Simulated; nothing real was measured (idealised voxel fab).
Module name: voxel quadruple lines (process module)
This is section cut - it's 170 nm across, gridded in 5 nm square cells.
Cross-section = grid of square cells, listed top down in bands; band = one or more rows.
Basically the band line says how high the top is and how high the bottom is, in nm, and then what's in it from left to right, every material with its width in nm. Empty space shows up as "air", and if a single material carries "everywhere" it runs the full band edge to edge.
Height reference: 0 = level under which incoming wafer is all one material. Lowest band: no bottom, runs on downward, e.g. "0 down".
It should be noted that a width expressed as "30 to 40" varies in equal increments from row to row of cells within the band, taking the value of the first number at the top row and that of the second number at the bottom row.
Where a step carries "nothing different", the cross-section came out of it unchanged, cell for cell.
Closed-off voids of 8+ cells (no open route to the top) go in "Sealed void list", written width x height at distance from the left edge, in nm.
after a step's settings: what the simulator itself notes on the step
Each step line may optionally specify "overlay nm", which for a step with a mask gives the rightward distance between the mask's planned place and where it lay, a negative value indicating the leftward direction.
### These are the steps we planned for the process
1 op RECEIVE | material Si
2 op CONFORMAL_DEP | material SiO2 | thk nm 10
3 op DIRECTIONAL_DEP | material TiN | thk nm 15
4 op DIRECTIONAL_DEP | material polySi | thk nm 20
5 op DIRECTIONAL_DEP | material aC | thk nm 25
6 op PATTERN | tone cover | mask id MANDREL | material resist | width nm 35 | thk nm 35 | overlay nm 0
7 op DIRECTIONAL_ETCH | etch materials aC | depth nm 25
8 op STRIP | etch materials resist
9 op CONFORMAL_DEP | material SiO2 | thk nm 15
10 op DIRECTIONAL_ETCH | etch materials SiO2 | depth nm 15
11 op STRIP | etch materials aC
12 op DIRECTIONAL_ETCH | etch materials polySi | depth nm 20
13 op STRIP | etch materials SiO2
14 op CONFORMAL_DEP | material SiCN | thk nm 10
15 op DIRECTIONAL_ETCH | etch materials SiCN | depth nm 10
16 op STRIP | etch materials polySi
17 op DIRECTIONAL_ETCH | etch materials TiN | depth nm 15
18 op STRIP | etch materials SiCN
19 op FILL_DEP | material SiO2 | thk nm 10
20 op CMP | height nm 25
### Received-state cross-section, reflecting completion of step 1
	0 down | Si everywhere
	Sealed void list: none
### The plan above was carried out on the starting structure above with one mistake, and this cross-section shows the wafer at the end of the module
	25 to 10 | SiO2=55 / TiN=10 / SiO2=15 / TiN=5 / SiO2=15 / TiN=10 / SiO2=60
	10 to 0 | SiO2 everywhere
	0 down | Si everywhere
	Sealed void list: none
Which mistake was made when the wafer was run? so step 6 ended up running with a different setting than we planned, it ran as op PATTERN | tone open | mask id MANDREL | material resist | width nm 35 | thk nm 35 | overlay nm 0
